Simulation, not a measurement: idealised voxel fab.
The following process module bears the name voxel self aligned contacts.
It is cross-section cut that appears here, measuring 240 nm in width, its square cells being 5 nm in size.
Each cross-section below is a grid of square cells, stated as bands in top-down order, with one or more rows of cells making up each band.
Each band's line starts with the height of the band's top and of its bottom, in nm. Then come its materials from left to right, each with its width in nm. One material with "edge to edge" fills the band from edge to edge. "empty" is empty space.
For the purposes of this specification, 0 denotes the height below which the wafer in its as-received condition is composed wholly of one material, and the lowermost band, lacking a lower limit, extends downward without end, as expressed in "0..down".
Read "30->40" as a graded width: first number on top, second number at the bottom, same change between each pair of neighbouring rows.
Where a step carries "same as before", the cross-section came out of it unchanged, cell for cell.
Listed in "Trapped voids": every empty space of 8 or more cells without an open way to the top. Form: width x height at distance, the distance being from the left edge, all in nm.
It should be noted that, on the line of a given step, the content following the step's settings is a remark produced by the simulator itself with respect to that step.
A step's line can hold "overlay nm"; with a mask on that step, the setting says how far right of the planned place the mask lay, while a negative setting says it lay to the left.
[List of planned process steps]
1,RECEIVE [material Si]
2,OXIDIZE [depth nm 5]
3,DIRECTIONAL_DEP [material polySi] [thk nm 20]
4,DIRECTIONAL_DEP [material SiN] [thk nm 20]
5,DIRECTIONAL_DEP [material aC] [thk nm 15]
6,PATTERN [tone cover] [mask id GATE] [material resist] [width nm 30] [pitch nm 70] [thk nm 30] [overlay nm 0]
7,DIRECTIONAL_ETCH [etch materials aC] [depth nm 15]
8,STRIP [etch materials resist]
9,DIRECTIONAL_ETCH [etch materials SiN] [depth nm 20]
10,DIRECTIONAL_ETCH [etch materials polySi] [depth nm 20]
11,STRIP [etch materials aC]
12,CONFORMAL_DEP [material SiN] [thk nm 10]
13,DIRECTIONAL_ETCH [etch materials SiN] [depth nm 10]
14,FILL_DEP [material SiO2] [thk nm 20]
15,CMP [height nm 50]
16,PATTERN [tone open] [mask id CONTACT] [material resist] [width nm 50] [thk nm 20] [overlay nm 0]
17,DIRECTIONAL_ETCH [etch materials SiO2] [depth nm 55]
18,STRIP [etch materials resist]
19,CONFORMAL_DEP [material TiN] [thk nm 5]
20,FILL_DEP [material W] [thk nm 10]
21,CMP [height nm 50]
22,CONFORMAL_DEP [material SiCN] [thk nm 5]
[Wafer as received: cross-section following step 1]
    0..down | Si edge to edge
    Trapped voids: none
[The following cross-section depicts the wafer upon conclusion of the module. Processing commenced from the starting condition illustrated above and adhered to the plan illustrated above, save for one mistake in execution]
    55..50 | SiCN edge to edge
    50..45 | SiO2 95 | TiN 5 | W 40 | TiN 5 | SiO2 95
    45..40 | SiO2 95 | TiN 50 | SiO2 95
    40..20 | SiN 80 | SiO2 10 | SiN 60 | SiO2 10 | SiN 80
    20..0 | polySi 70 | SiN 10 | SiO2 10 | SiN 10 | polySi 40 | SiN 10 | SiO2 10 | SiN 10 | polySi 70
    0..-5 | SiO2 edge to edge
    -5..down | Si edge to edge
    Trapped voids: none
It is concluded that the wafer was processed incorrectly with respect to the plan, in that step 6 was not run as planned; what actually ran was PATTERN [tone open] [mask id GATE] [material resist] [width nm 30] [pitch nm 70] [thk nm 30] [overlay nm 0]
